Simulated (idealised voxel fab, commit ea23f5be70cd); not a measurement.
The following is a process module called voxel capacitor over wiring.
230 nm wide, 5 nm square cells: that's cross-section cut.
How to read a cross-section here: the picture is a grid of square cells, written as bands going from the top down, and any band can span one or more rows of cells. The band entry comprises the height of the band's top followed by the height of its bottom, expressed in nm, and subsequently the band's materials from left to right, each stated together with its width in nm. Where a single material is marked with the word "everywhere", that material fills the band from edge to edge. The word "empty" represents empty space. Heights are expressed relative to 0, this being the level below which the as-received wafer comprises one material exclusively. The lowest band is unbounded in the downward direction and is denoted as in "0 down". Note: "30..40" means the width goes from the first number (top row of the band) to the second number (bottom row) in equal steps per row of cells. Reading "remains unaltered" for a step: not a cell of the cross-section changed in it. "Closed void catalog": empty spaces of 8 cells or more with no open way to the top, each given as width x height at distance, distance from the left edge, all in nm. That trailing text on a step's line, after the settings, is the simulator's own remark on the step. Among the settings permitted on a step's line is "overlay nm"; applied to a step with a mask, it specifies the extent to which the mask lay to the right of its planned position, whereas a negative figure signifies a position to the left.

Here's what the planned process steps look like:
1) RECEIVE (material Si)
2) CONFORMAL_DEP (material SiO2; thk nm 10)
3) CONFORMAL_DEP (material SiN; thk nm 5)
4) DIRECTIONAL_DEP (material SiO2; thk nm 25)
5) DIRECTIONAL_DEP (material aC; thk nm 10)
6) PATTERN (tone open; mask id METAL_1; material resist; width nm 20; pitch nm 90; thk nm 30; overlay nm 0)
7) DIRECTIONAL_ETCH (etch materials aC; depth nm 10)
8) STRIP (etch materials resist)
9) DIRECTIONAL_ETCH (etch materials SiO2; depth nm 25)
10) DIRECTIONAL_ETCH (etch materials SiN; depth nm 5)
11) STRIP (etch materials aC)
12) CONFORMAL_DEP (material TiN; thk nm 5)
13) FILL_DEP (material Cu; thk nm 5)
14) CMP (height nm 40)
15) CONFORMAL_DEP (material SiCN; thk nm 5)
16) DIRECTIONAL_DEP (material lowk; thk nm 20)
17) DIRECTIONAL_DEP (material aC; thk nm 10)
18) PATTERN (tone open; mask id PLUG_1; material resist; width nm 15; thk nm 25; overlay nm 0)
19) DIRECTIONAL_ETCH (etch materials aC; depth nm 10)
20) STRIP (etch materials resist)
21) DIRECTIONAL_ETCH (etch materials lowk; depth nm 20)
22) DIRECTIONAL_ETCH (etch materials SiCN; depth nm 5)
23) STRIP (etch materials aC)
24) CONFORMAL_DEP (material TiN; thk nm 5)
25) FILL_DEP (material W; thk nm 10)
26) CMP (height nm 65)
27) DIRECTIONAL_DEP (material TiN; thk nm 10)
28) DIRECTIONAL_DEP (material HfO2; thk nm 5)
29) DIRECTIONAL_DEP (material TiN; thk nm 5)
30) DIRECTIONAL_DEP (material aC; thk nm 15)
31) PATTERN (tone cover; mask id UPPER_PLATE; material resist; width nm 75; thk nm 35; overlay nm 0)
32) DIRECTIONAL_ETCH (etch materials aC; depth nm 15)
33) STRIP (etch materials resist)
34) DIRECTIONAL_ETCH (etch materials TiN; depth nm 5)
35) DIRECTIONAL_ETCH (etch materials HfO2; depth nm 5)
36) STRIP (etch materials aC)
37) PATTERN (tone cover; mask id LOWER_PLATE; material resist; width nm 85; thk nm 20; overlay nm 0)
38) DIRECTIONAL_ETCH (etch materials TiN; depth nm 10)
39) STRIP (etch materials resist)
40) FILL_DEP (material SiO2; thk nm 15)
41) CMP (height nm 95)
42) MASKED_ETCH (tone open; mask id PLUG_2; width nm 15; etch materials SiO2; depth nm 10; overlay nm 0)
43) CONFORMAL_DEP (material TiN; thk nm 5)
44) FILL_DEP (material W; thk nm 10)
45) CMP (height nm 95)
46) CONFORMAL_DEP (material SiN; thk nm 5)

So this is the incoming wafer in cross-section - it's already been through step 1:
    0 down = Si everywhere
    Closed void catalog: none

End-of-module XS, first of two wafers, run as planned:
    100 to 95 = SiN everywhere
    95 to 90 = SiO2 75 | TiN 5 | W 5 | TiN 5 | SiO2 140
    90 to 80 = SiO2 75..65 | TiN 15..75 | SiO2 140..90
    80 to 75 = SiO2 65 | HfO2 75 | SiO2 90
    75 to 65 = SiO2 60 | TiN 85 | SiO2 85
    65 to 45 = lowk 65 | TiN 5 | W 5 | TiN 5 | lowk 150
    45 to 40 = SiCN 65 | TiN 15 | SiCN 150
    40 to 15 = SiO2 60 | TiN 5 | Cu 10 | TiN 5 | SiO2 70 | TiN 5 | Cu 10 | TiN 5 | SiO2 60
    15 to 10 = SiN 60 | TiN 20 | SiN 70 | TiN 20 | SiN 60
    10 to 0 = SiO2 everywhere
    0 down = Si everywhere
    Closed void catalog: none

So this is wafer number two of the two, cut at the end of the module - it started where the first did and had the same plan, we just got one thing wrong running it:
    100 to 95 = SiN everywhere
    95 to 90 = SiO2 75 | TiN 5 | W 5 | TiN 5 | SiO2 140
    90 to 80 = SiO2 75..65 | TiN 15..75 | SiO2 140..90
    80 to 75 = W everywhere
    75 to 65 = TiN everywhere
    65 to 45 = lowk 65 | TiN 5 | W 5 | TiN 5 | lowk 150
    45 to 40 = SiCN 65 | TiN 15 | SiCN 150
    40 to 15 = SiO2 60 | TiN 5 | Cu 10 | TiN 5 | SiO2 70 | TiN 5 | Cu 10 | TiN 5 | SiO2 60
    15 to 10 = SiN 60 | TiN 20 | SiN 70 | TiN 20 | SiN 60
    10 to 0 = SiO2 everywhere
    0 down = Si everywhere
    Closed void catalog: none
The plan and the run diverged here: step 28 did not use the planned setting and instead ran as DIRECTIONAL_DEP (material W; thk nm 5)
Once processing is complete, comparing cell counts shows that the second wafer has more or fewer of certain materials than the first: HfO2 -15, SiO2 -89, TiN +58, W +46
